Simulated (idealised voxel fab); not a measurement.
Module name: voxel plated lines (process module)
It is cross-section cut that appears here, measuring 300 nm in width, its square cells being 5 nm in size.
Bands, listed from the top down, are how a cross-section gets written in this document; the cross-section itself is a grid of square cells, and a band is one or more rows of them. What a band's entry tells you: where the top is and where the bottom is, as heights in nm, and after that what lies inside, material by material from left to right, each with its width in nm. Empty space is written as the word "empty", and a single material marked with the word "all across" occupies the band from edge to edge. A quick word on heights: they are counted from 0, and under that level the wafer as it came to us is one material throughout. The lowest band is different from the rest in having no bottom; it simply continues downward, written as in "z 0 and below". Width: "30..40" (first number = top row, second number = bottom row, same change from row to row of cells). "remained unchanged" after a step means that no cell of the cross-section changed. Trapped void list: empty space of 8 cells or more with no open way to the top, each as width x height at its distance from the left edge, in nm. On a step's line, text after the settings is the simulator commenting on that step. For masked steps, "overlay nm" on the step line gives how far right of plan the mask actually lay; a minus sign means it lay to the left.
**Steps in the process plan**
- 1: RECEIVE, material Si
- 2: CONFORMAL_DEP, material Al2O3, thk nm 5
- 3: DIRECTIONAL_DEP, material TiN, thk nm 5
- 4: PATTERN, tone open, mask id LINES, material resist, width nm 20, pitch nm 35, thk nm 25, overlay nm -15
- 5: EPI, material Ru, thk nm 10
- 6: EPI, material Ru, thk nm 10
- 7: STRIP, etch materials resist
- 8: DIRECTIONAL_ETCH, etch materials TiN, depth nm 5
- 9: CONFORMAL_DEP, material SiN, thk nm 5
Keep in mind the plan's value for the overlay nm of step 4 comes from the first wafer; the wafers don't share that setting, but they do share the same starting point.
**Cross-section of the first of several wafers on receipt, reflecting completion of step 1**
    z 0 and below: Si all across
    Trapped void list: none
**Per wafer, end of module: cells gained (+) or lost (-) per material since receipt, then closed voids**
overlay nm -15; +60 Al2O3; +64 Ru; +100 SiN; +16 TiN; Trapped void list: none
overlay nm -10; +60 Al2O3; +64 Ru; +100 SiN; +16 TiN; Trapped void list: none
overlay nm -5; +60 Al2O3; +64 Ru; +100 SiN; +16 TiN; Trapped void list: none
overlay nm 0; +60 Al2O3; +64 Ru; +100 SiN; +16 TiN; Trapped void list: none
overlay nm 5; +60 Al2O3; +64 Ru; +100 SiN; +16 TiN; Trapped void list: none
overlay nm 10; +60 Al2O3; +64 Ru; +100 SiN; +16 TiN; Trapped void list: none
overlay nm 15; +60 Al2O3; +64 Ru; +100 SiN; +16 TiN; Trapped void list: none
